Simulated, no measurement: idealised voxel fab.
Process module name: voxel self aligned vias
Square cells of 5 nm make up the cross-section cut, whose width is 170 nm.
Think of the cross-section as a grid of square cells. We describe it in bands, top to bottom, and each band covers one or more rows of those cells. A band entry consists of two parts. The first gives the height of the band's top and the height of its bottom, in nm. The rest lists the band's materials from left to right, each with its width in nm. A single material labelled with the word "throughout" fills the band from edge to edge, and the word "air" marks empty space. Ref level 0: as-received wafer is one material below here. Bottom band extends down with no lower bound ("0 -> down"). Quick explanation for "30..40": the width changes in equal steps down the rows of cells, from the first number in the band's top row to the second number in its bottom row. Given "remained the same" for a step, no cell of the cross-section differs between before and after that step. "Enclosed cavities" enumerates empty spaces isolated from the top, with no open way to it, that contain at least 8 cells, giving each as width x height at distance from the left edge, all three in nm. Read whatever lies past the settings on a step's line as the simulator's own remark about the step. A step line may carry the setting "overlay nm", which, for steps involving a mask, states the distance by which the mask lay to the right of its intended position; negative values denote displacement to the left.
The process steps that were planned are listed below:
- 1: RECEIVE,material Si
- 2: CONFORMAL_DEP,material SiO2,thk nm 10
- 3: CONFORMAL_DEP,material SiCN,thk nm 5
- 4: DIRECTIONAL_DEP,material lowk,thk nm 20
- 5: MASKED_ETCH,tone open,mask id LINES,width nm 30,pitch nm 80,etch materials lowk,depth nm 20,overlay nm 0
- 6: CONFORMAL_DEP,material TiN,thk nm 5
- 7: FILL_DEP,material Ru,thk nm 10
- 8: CMP,height nm 35
- 9: SELECTIVE_ETCH,etch materials W Ru TiN,depth nm 5
- 10: FILL_DEP,material SiN,thk nm 5
- 11: CMP,height nm 35
- 12: DIRECTIONAL_DEP,material lowk,thk nm 20
- 13: DIRECTIONAL_DEP,material aC,thk nm 10
- 14: PATTERN,tone open,mask id VIAS,material resist,width nm 50,thk nm 30,overlay nm -5
- 15: DIRECTIONAL_ETCH,etch materials aC,depth nm 10
- 16: STRIP,etch materials resist
- 17: DIRECTIONAL_ETCH,etch materials lowk,depth nm 20
- 18: DIRECTIONAL_ETCH,etch materials SiN,depth nm 5
- 19: STRIP,etch materials aC
- 20: CONFORMAL_DEP,material TiN,thk nm 5
- 21: FILL_DEP,material Ru,thk nm 10
- 22: CMP,height nm 55
- 23: CONFORMAL_DEP,material SiCN,thk nm 5
Where the wafers of this document differ is in the overlay nm of step 14; they start out the same, and the plan states the value that applied to the first wafer.
Received wafers, first of several: cross-section after step 1:
    0 -> down = Si throughout
    Enclosed cavities: none
Row per wafer, end-of-module: cell gain (+)/loss (-) by material since the wafer came in, then closed voids:
overlay nm -5; +44 Ru; +68 SiCN; +6 SiN; +68 SiO2; +38 TiN; +184 lowk; Enclosed cavities: none
overlay nm 0; +44 Ru; +68 SiCN; +6 SiN; +68 SiO2; +38 TiN; +184 lowk; Enclosed cavities: none
overlay nm 5; +44 Ru; +68 SiCN; +6 SiN; +68 SiO2; +38 TiN; +184 lowk; Enclosed cavities: none
overlay nm 10; +44 Ru; +68 SiCN; +6 SiN; +68 SiO2; +38 TiN; +184 lowk; Enclosed cavities: none
overlay nm 15; +43 Ru; +68 SiCN; +7 SiN; +68 SiO2; +38 TiN; +184 lowk; Enclosed cavities: none
